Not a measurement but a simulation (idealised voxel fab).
The name of this process module is voxel capacitor over wiring.
250 nm wide, 5 nm square cells: that's cross-section cut.
A cross-section is a grid of square cells, given in bands from the top down. A band is one or more rows of cells.
Top, bottom (nm), then materials left to right with widths (nm); lone material tagged "full width" fills the whole band edge to edge; "air" = empty space.
We count height from 0. Below that, the starting wafer is all one material. The lowest band never ends at the bottom but goes on down; see "0 -> down" for how that is written.
The two numbers in a width such as "30->40" mark its ends across the band: the first belongs to the top row of cells, the second to the bottom row, and from each row to the next the width moves by the same amount.
"remains unaltered" for a step: no cell of the cross-section changed in that step.
Entry "closed voids". Content: empty spaces with no open connection to the top, size 8 cells or greater. Each: width x height at distance. Distance: from left edge. Unit: nm.
Anything after a step's settings on that line? It's the simulator's own note about the step.
"overlay nm", when on a step's line for a step with a mask, measures how far to the right of its planned place the mask lay; a negative measure means to the left.

**Steps planned for the process**
1: RECEIVE,material Si
2: CONFORMAL_DEP,material SiO2,thk nm 15
3: DIRECTIONAL_DEP,material TiN,thk nm 5
4: DIRECTIONAL_DEP,material W,thk nm 15
5: MASKED_ETCH,tone cover,mask id METAL_1,width nm 25,pitch nm 75,etch materials W,depth nm 15,overlay nm 0
6: MASKED_ETCH,tone cover,mask id METAL_1,width nm 25,pitch nm 75,etch materials TiN,depth nm 5,overlay nm 0
7: FILL_DEP,material lowk,thk nm 10
8: CMP,height nm 35
9: CONFORMAL_DEP,material SiCN,thk nm 5
10: DIRECTIONAL_DEP,material SiO2,thk nm 15
11: DIRECTIONAL_DEP,material aC,thk nm 15
12: PATTERN,tone open,mask id PLUG_1,material resist,width nm 15,thk nm 30,overlay nm 0
13: DIRECTIONAL_ETCH,etch materials aC,depth nm 15
14: STRIP,etch materials resist
15: DIRECTIONAL_ETCH,etch materials SiO2,depth nm 15
16: DIRECTIONAL_ETCH,etch materials SiCN,depth nm 5
17: STRIP,etch materials aC
18: CONFORMAL_DEP,material TiN,thk nm 5
19: FILL_DEP,material Cu,thk nm 10
20: CMP,height nm 55
21: DIRECTIONAL_DEP,material TiN,thk nm 5
22: DIRECTIONAL_DEP,material Al2O3,thk nm 5
23: DIRECTIONAL_DEP,material TiN,thk nm 10
24: DIRECTIONAL_DEP,material aC,thk nm 10
25: PATTERN,tone cover,mask id UPPER_PLATE,material resist,width nm 55,thk nm 30,overlay nm 0
26: DIRECTIONAL_ETCH,etch materials aC,depth nm 10
27: STRIP,etch materials resist
28: DIRECTIONAL_ETCH,etch materials TiN,depth nm 10
29: DIRECTIONAL_ETCH,etch materials Al2O3,depth nm 5
30: STRIP,etch materials aC
31: DIRECTIONAL_DEP,material aC,thk nm 15
32: PATTERN,tone cover,mask id LOWER_PLATE,material resist,width nm 65,thk nm 30,overlay nm 0
33: DIRECTIONAL_ETCH,etch materials aC,depth nm 15
34: STRIP,etch materials resist
35: DIRECTIONAL_ETCH,etch materials TiN,depth nm 5
36: STRIP,etch materials aC
37: FILL_DEP,material SiO2,thk nm 20
38: CMP,height nm 90
39: DIRECTIONAL_DEP,material aC,thk nm 10
40: PATTERN,tone open,mask id PLUG_2,material resist,width nm 15,thk nm 30,overlay nm 0
41: DIRECTIONAL_ETCH,etch materials aC,depth nm 10
42: STRIP,etch materials resist
43: DIRECTIONAL_ETCH,etch materials SiO2,depth nm 15
44: STRIP,etch materials aC
45: CONFORMAL_DEP,material TiN,thk nm 5
46: FILL_DEP,material W,thk nm 5
47: CMP,height nm 90
48: CONFORMAL_DEP,material SiCN,thk nm 5

**First of the two wafers, run per plan**

**Wafer at receipt (post step 1), cross-section**
  0 -> down = Si full width
  closed voids: none

**After step 2: wafer cross-section**
  15 -> 0 = SiO2 full width
  Under 0: no change, same as before.

**After step 3: wafer cross-section**
  20 -> 15 = TiN full width
  Under 15: no change, same as before.

**After step 4: wafer cross-section**
  35 -> 20 = W full width
  Under 20: no change, same as before.

**After step 5: wafer cross-section**
  35 -> 20 = 75 air, then 25 W, then 50 air, then 25 W, then 75 air
  Under 20: no change, same as before.

**After step 6: wafer cross-section**
  35 -> 20 = 75 air, then 25 W, then 50 air, then 25 W, then 75 air
  20 -> 15 = 75 air, then 25 TiN, then 50 air, then 25 TiN, then 75 air
  Under 15: no change, same as before.

**After step 7: wafer cross-section**
  45 -> 35 = lowk full width
  35 -> 20 = 75 lowk, then 25 W, then 50 lowk, then 25 W, then 75 lowk
  20 -> 15 = 75 lowk, then 25 TiN, then 50 lowk, then 25 TiN, then 75 lowk
  Under 15: no change, same as before.

**After step 8: wafer cross-section**
  35 -> 20 = 75 lowk, then 25 W, then 50 lowk, then 25 W, then 75 lowk
  Under 20: no change, same as before.

**After step 9: wafer cross-section**
  40 -> 35 = SiCN full width
  Under 35: no change, same as before.

**After step 10: wafer cross-section**
  55 -> 40 = SiO2 full width
  Under 40: no change, same as before.

**After step 11: wafer cross-section**
  70 -> 55 = aC full width
  Under 55: no change, same as before.

**After step 12: wafer cross-section**
  100 -> 70 = 85 resist, then 15 air, then 150 resist
  Under 70: no change, same as before.

**After step 13: wafer cross-section**
  85 -> 70 = 85 resist, then 15 air, then 150 resist
  70 -> 55 = 85 aC, then 15 air, then 150 aC
  Under 55: no change, same as before.

**After step 14: wafer cross-section**
  70 -> 55 = 85 aC, then 15 air, then 150 aC
  Under 55: no change, same as before.

**After step 15: wafer cross-section**
  70 -> 55 = 85 aC, then 15 air, then 150 aC
  55 -> 40 = 85 SiO2, then 15 air, then 150 SiO2
  Under 40: no change, same as before.

**After step 16: wafer cross-section**
  70 -> 55 = 85 aC, then 15 air, then 150 aC
  55 -> 40 = 85 SiO2, then 15 air, then 150 SiO2
  40 -> 35 = 85 SiCN, then 15 air, then 150 SiCN
  Under 35: no change, same as before.

**After step 17: wafer cross-section**
  55 -> 40 = 85 SiO2, then 15 air, then 150 SiO2
  Under 40: no change, same as before.

**After step 18: wafer cross-section**
  60 -> 55 = 90 TiN, then 5 air, then 155 TiN
  55 -> 40 = 85 SiO2, then 5 TiN, then 5 air, then 5 TiN, then 150 SiO2
  40 -> 35 = 85 SiCN, then 15 TiN, then 150 SiCN
  Under 35: no change, same as before.

**After step 19: wafer cross-section**
  70 -> 60 = Cu full width
  60 -> 55 = 90 TiN, then 5 Cu, then 155 TiN
  55 -> 40 = 85 SiO2, then 5 TiN, then 5 Cu, then 5 TiN, then 150 SiO2
  Under 40: no change, same as before.

**After step 20: wafer cross-section**
  55 -> 40 = 85 SiO2, then 5 TiN, then 5 Cu, then 5 TiN, then 150 SiO2
  Under 40: no change, same as before.

**After step 21: wafer cross-section**
  60 -> 55 = TiN full width
  Under 55: no change, same as before.

**After step 22: wafer cross-section**
  65 -> 60 = Al2O3 full width
  Under 60: no change, same as before.

**After step 23: wafer cross-section**
  75 -> 65 = TiN full width
  Under 65: no change, same as before.

**After step 24: wafer cross-section**
  85 -> 75 = aC full width
  Under 75: no change, same as before.

**After step 25: wafer cross-section**
  115 -> 85 = 85 air, then 55 resist, then 110 air
  Under 85: no change, same as before.

**After step 26: wafer cross-section**
  105 -> 85 = 85 air, then 55 resist, then 110 air
  85 -> 75 = 85 air, then 55 aC, then 110 air
  Under 75: no change, same as before.

**After step 27: wafer cross-section**
  85 -> 75 = 85 air, then 55 aC, then 110 air
  Under 75: no change, same as before.

**After step 28: wafer cross-section**
  85 -> 75 = 85 air, then 55 aC, then 110 air
  75 -> 65 = 85 air, then 55 TiN, then 110 air
  Under 65: no change, same as before.

**After step 29: wafer cross-section**
  85 -> 75 = 85 air, then 55 aC, then 110 air
  75 -> 65 = 85 air, then 55 TiN, then 110 air
  65 -> 60 = 85 air, then 55 Al2O3, then 110 air
  Under 60: no change, same as before.

**After step 30: wafer cross-section**
  75 -> 65 = 85 air, then 55 TiN, then 110 air
  Under 65: no change, same as before.

**After step 31: wafer cross-section**
  90 -> 75 = 85 air, then 55 aC, then 110 air
  75 -> 65 = 85 aC, then 55 TiN, then 110 aC
  65 -> 60 = 85 aC, then 55 Al2O3, then 110 aC
  Under 60: no change, same as before.

**After step 32: wafer cross-section**
  120 -> 90 = 80 air, then 65 resist, then 105 air
  90 -> 75 = 80 air, then 5 resist, then 55 aC, then 5 resist, then 105 air
  Under 75: no change, same as before.

**After step 33: wafer cross-section**
  105 -> 90 = 80 air, then 65 resist, then 105 air
  90 -> 75 = 80 air, then 5 resist, then 55 aC, then 5 resist, then 105 air
  75 -> 65 = 80 air, then 5 aC, then 55 TiN, then 5 aC, then 105 air
  65 -> 60 = 80 air, then 5 aC, then 55 Al2O3, then 5 aC, then 105 air
  Under 60: no change, same as before.

**After step 34: wafer cross-section**
  90 -> 75 = 85 air, then 55 aC, then 110 air
  Under 75: no change, same as before.

**After step 35: wafer cross-section**
  90 -> 75 = 85 air, then 55 aC, then 110 air
  75 -> 65 = 80 air, then 5 aC, then 55 TiN, then 5 aC, then 105 air
  65 -> 60 = 80 air, then 5 aC, then 55 Al2O3, then 5 aC, then 105 air
  60 -> 55 = 80 air, then 65 TiN, then 105 air
  Under 55: no change, same as before.

**After step 36: wafer cross-section**
  75 -> 65 = 85 air, then 55 TiN, then 110 air
  65 -> 60 = 85 air, then 55 Al2O3, then 110 air
  Under 60: no change, same as before.

**After step 37: wafer cross-section**
  95 -> 75 = SiO2 full width
  75 -> 65 = 85 SiO2, then 55 TiN, then 110 SiO2
  65 -> 60 = 85 SiO2, then 55 Al2O3, then 110 SiO2
  60 -> 55 = 80 SiO2, then 65 TiN, then 105 SiO2
  Under 55: no change, same as before.

**After step 38: wafer cross-section**
  90 -> 75 = SiO2 full width
  Under 75: no change, same as before.

**After step 39: wafer cross-section**
  100 -> 90 = aC full width
  Under 90: no change, same as before.

**After step 40: wafer cross-section**
  130 -> 100 = 95 resist, then 15 air, then 140 resist
  Under 100: no change, same as before.

**After step 41: wafer cross-section**
  120 -> 100 = 95 resist, then 15 air, then 140 resist
  100 -> 90 = 95 aC, then 15 air, then 140 aC
  Under 90: no change, same as before.

**After step 42: wafer cross-section**
  100 -> 90 = 95 aC, then 15 air, then 140 aC
  Under 90: no change, same as before.

**After step 43: wafer cross-section**
  100 -> 90 = 95 aC, then 15 air, then 140 aC
  90 -> 75 = 95 SiO2, then 15 air, then 140 SiO2
  Under 75: no change, same as before.

**After step 44: wafer cross-section**
  90 -> 75 = 95 SiO2, then 15 air, then 140 SiO2
  Under 75: no change, same as before.

**After step 45: wafer cross-section**
  95 -> 90 = 100 TiN, then 5 air, then 145 TiN
  90 -> 80 = 95 SiO2, then 5 TiN, then 5 air, then 5 TiN, then 140 SiO2
  80 -> 75 = 95 SiO2, then 15 TiN, then 140 SiO2
  Under 75: no change, same as before.

**After step 46: wafer cross-section**
  100 -> 95 = W full width
  95 -> 90 = 100 TiN, then 5 W, then 145 TiN
  90 -> 80 = 95 SiO2, then 5 TiN, then 5 W, then 5 TiN, then 140 SiO2
  Under 80: no change, same as before.

**After step 47: wafer cross-section**
  90 -> 80 = 95 SiO2, then 5 TiN, then 5 W, then 5 TiN, then 140 SiO2
  Under 80: no change, same as before.

**After step 48: wafer cross-section**
  95 -> 90 = SiCN full width
  Under 90: no change, same as before.

**Okay, second wafer. Nothing different at the start, nothing different in the plan, just one mistake somewhere in the running. As far as step 4, counting that step, it's the first wafer all over again**

**X-section, second wafer, when step 5 was due to finish**
  35 -> 20 = 85 air, then 25 W, then 50 air, then 25 W, then 65 air
  Under 20: no change, same as before.

**X-section, second wafer, when step 6 was due to finish**
  35 -> 20 = 85 air, then 25 W, then 50 air, then 25 W, then 65 air
  20 -> 15 = 75 air, then 35 TiN, then 40 air, then 35 TiN, then 65 air
  Under 15: no change, same as before.

**X-section, second wafer, when step 7 was due to finish**
  45 -> 35 = lowk full width
  35 -> 20 = 85 lowk, then 25 W, then 50 lowk, then 25 W, then 65 lowk
  20 -> 15 = 75 lowk, then 35 TiN, then 40 lowk, then 35 TiN, then 65 lowk
  Under 15: no change, same as before.

**X-section, second wafer, when step 8 was due to finish**
  35 -> 20 = 85 lowk, then 25 W, then 50 lowk, then 25 W, then 65 lowk
  Under 20: no change, same as before.

**X-section, second wafer, when step 9 was due to finish**
  40 -> 35 = SiCN full width
  Under 35: no change, same as before.

**X-section, second wafer, when step 10 was due to finish**
  55 -> 40 = SiO2 full width
  Under 40: no change, same as before.

**X-section, second wafer, when step 11 was due to finish**
  70 -> 55 = aC full width
  Under 55: no change, same as before.

**X-section, second wafer, when step 12 was due to finish**
  100 -> 70 = 85 resist, then 15 air, then 150 resist
  Under 70: no change, same as before.

**X-section, second wafer, when step 13 was due to finish**
  85 -> 70 = 85 resist, then 15 air, then 150 resist
  70 -> 55 = 85 aC, then 15 air, then 150 aC
  Under 55: no change, same as before.

**X-section, second wafer, when step 14 was due to finish**
  70 -> 55 = 85 aC, then 15 air, then 150 aC
  Under 55: no change, same as before.

**X-section, second wafer, when step 15 was due to finish**
  70 -> 55 = 85 aC, then 15 air, then 150 aC
  55 -> 40 = 85 SiO2, then 15 air, then 150 SiO2
  Under 40: no change, same as before.

**X-section, second wafer, when step 16 was due to finish**
  70 -> 55 = 85 aC, then 15 air, then 150 aC
  55 -> 40 = 85 SiO2, then 15 air, then 150 SiO2
  40 -> 35 = 85 SiCN, then 15 air, then 150 SiCN
  Under 35: no change, same as before.

**X-section, second wafer, when step 17 was due to finish**
  55 -> 40 = 85 SiO2, then 15 air, then 150 SiO2
  Under 40: no change, same as before.

**X-section, second wafer, when step 18 was due to finish**
  60 -> 55 = 90 TiN, then 5 air, then 155 TiN
  55 -> 40 = 85 SiO2, then 5 TiN, then 5 air, then 5 TiN, then 150 SiO2
  40 -> 35 = 85 SiCN, then 15 TiN, then 150 SiCN
  Under 35: no change, same as before.

**X-section, second wafer, when step 19 was due to finish**
  70 -> 60 = Cu full width
  60 -> 55 = 90 TiN, then 5 Cu, then 155 TiN
  55 -> 40 = 85 SiO2, then 5 TiN, then 5 Cu, then 5 TiN, then 150 SiO2
  Under 40: no change, same as before.

**X-section, second wafer, when step 20 was due to finish**
  55 -> 40 = 85 SiO2, then 5 TiN, then 5 Cu, then 5 TiN, then 150 SiO2
  Under 40: no change, same as before.

**X-section, second wafer, when step 21 was due to finish**
  60 -> 55 = TiN full width
  Under 55: no change, same as before.

**X-section, second wafer, when step 22 was due to finish**
  65 -> 60 = Al2O3 full width
  Under 60: no change, same as before.

**X-section, second wafer, when step 23 was due to finish**
  75 -> 65 = TiN full width
  Under 65: no change, same as before.

**X-section, second wafer, when step 24 was due to finish**
  85 -> 75 = aC full width
  Under 75: no change, same as before.

**X-section, second wafer, when step 25 was due to finish**
  115 -> 85 = 85 air, then 55 resist, then 110 air
  Under 85: no change, same as before.

**X-section, second wafer, when step 26 was due to finish**
  105 -> 85 = 85 air, then 55 resist, then 110 air
  85 -> 75 = 85 air, then 55 aC, then 110 air
  Under 75: no change, same as before.

**X-section, second wafer, when step 27 was due to finish**
  85 -> 75 = 85 air, then 55 aC, then 110 air
  Under 75: no change, same as before.

**X-section, second wafer, when step 28 was due to finish**
  85 -> 75 = 85 air, then 55 aC, then 110 air
  75 -> 65 = 85 air, then 55 TiN, then 110 air
  Under 65: no change, same as before.

**X-section, second wafer, when step 29 was due to finish**
  85 -> 75 = 85 air, then 55 aC, then 110 air
  75 -> 65 = 85 air, then 55 TiN, then 110 air
  65 -> 60 = 85 air, then 55 Al2O3, then 110 air
  Under 60: no change, same as before.

**X-section, second wafer, when step 30 was due to finish**
  75 -> 65 = 85 air, then 55 TiN, then 110 air
  Under 65: no change, same as before.

**X-section, second wafer, when step 31 was due to finish**
  90 -> 75 = 85 air, then 55 aC, then 110 air
  75 -> 65 = 85 aC, then 55 TiN, then 110 aC
  65 -> 60 = 85 aC, then 55 Al2O3, then 110 aC
  Under 60: no change, same as before.

**X-section, second wafer, when step 32 was due to finish**
  120 -> 90 = 80 air, then 65 resist, then 105 air
  90 -> 75 = 80 air, then 5 resist, then 55 aC, then 5 resist, then 105 air
  Under 75: no change, same as before.

**X-section, second wafer, when step 33 was due to finish**
  105 -> 90 = 80 air, then 65 resist, then 105 air
  90 -> 75 = 80 air, then 5 resist, then 55 aC, then 5 resist, then 105 air
  75 -> 65 = 80 air, then 5 aC, then 55 TiN, then 5 aC, then 105 air
  65 -> 60 = 80 air, then 5 aC, then 55 Al2O3, then 5 aC, then 105 air
  Under 60: no change, same as before.

**X-section, second wafer, when step 34 was due to finish**
  90 -> 75 = 85 air, then 55 aC, then 110 air
  Under 75: no change, same as before.

**X-section, second wafer, when step 35 was due to finish**
  90 -> 75 = 85 air, then 55 aC, then 110 air
  75 -> 65 = 80 air, then 5 aC, then 55 TiN, then 5 aC, then 105 air
  65 -> 60 = 80 air, then 5 aC, then 55 Al2O3, then 5 aC, then 105 air
  60 -> 55 = 80 air, then 65 TiN, then 105 air
  Under 55: no change, same as before.

**X-section, second wafer, when step 36 was due to finish**
  75 -> 65 = 85 air, then 55 TiN, then 110 air
  65 -> 60 = 85 air, then 55 Al2O3, then 110 air
  Under 60: no change, same as before.

**X-section, second wafer, when step 37 was due to finish**
  95 -> 75 = SiO2 full width
  75 -> 65 = 85 SiO2, then 55 TiN, then 110 SiO2
  65 -> 60 = 85 SiO2, then 55 Al2O3, then 110 SiO2
  60 -> 55 = 80 SiO2, then 65 TiN, then 105 SiO2
  Under 55: no change, same as before.

**X-section, second wafer, when step 38 was due to finish**
  90 -> 75 = SiO2 full width
  Under 75: no change, same as before.

**X-section, second wafer, when step 39 was due to finish**
  100 -> 90 = aC full width
  Under 90: no change, same as before.

**X-section, second wafer, when step 40 was due to finish**
  130 -> 100 = 95 resist, then 15 air, then 140 resist
  Under 100: no change, same as before.

**X-section, second wafer, when step 41 was due to finish**
  120 -> 100 = 95 resist, then 15 air, then 140 resist
  100 -> 90 = 95 aC, then 15 air, then 140 aC
  Under 90: no change, same as before.

**X-section, second wafer, when step 42 was due to finish**
  100 -> 90 = 95 aC, then 15 air, then 140 aC
  Under 90: no change, same as before.

**X-section, second wafer, when step 43 was due to finish**
  100 -> 90 = 95 aC, then 15 air, then 140 aC
  90 -> 75 = 95 SiO2, then 15 air, then 140 SiO2
  Under 75: no change, same as before.

**X-section, second wafer, when step 44 was due to finish**
  90 -> 75 = 95 SiO2, then 15 air, then 140 SiO2
  Under 75: no change, same as before.

**X-section, second wafer, when step 45 was due to finish**
  95 -> 90 = 100 TiN, then 5 air, then 145 TiN
  90 -> 80 = 95 SiO2, then 5 TiN, then 5 air, then 5 TiN, then 140 SiO2
  80 -> 75 = 95 SiO2, then 15 TiN, then 140 SiO2
  Under 75: no change, same as before.

**X-section, second wafer, when step 46 was due to finish**
  100 -> 95 = W full width
  95 -> 90 = 100 TiN, then 5 W, then 145 TiN
  90 -> 80 = 95 SiO2, then 5 TiN, then 5 W, then 5 TiN, then 140 SiO2
  Under 80: no change, same as before.

**X-section, second wafer, when step 47 was due to finish**
  90 -> 80 = 95 SiO2, then 5 TiN, then 5 W, then 5 TiN, then 140 SiO2
  Under 80: no change, same as before.

**X-section, second wafer, when step 48 was due to finish**
  95 -> 90 = SiCN full width
  Under 90: no change, same as before.
Processing error: step 5 was processed under conditions differing from the plan, specifically as MASKED_ETCH,tone cover,mask id METAL_1,width nm 25,pitch nm 75,etch materials W,depth nm 15,overlay nm 10
Final difference in cells, second wafer against first, listed per material as more or fewer: TiN +4, lowk -4
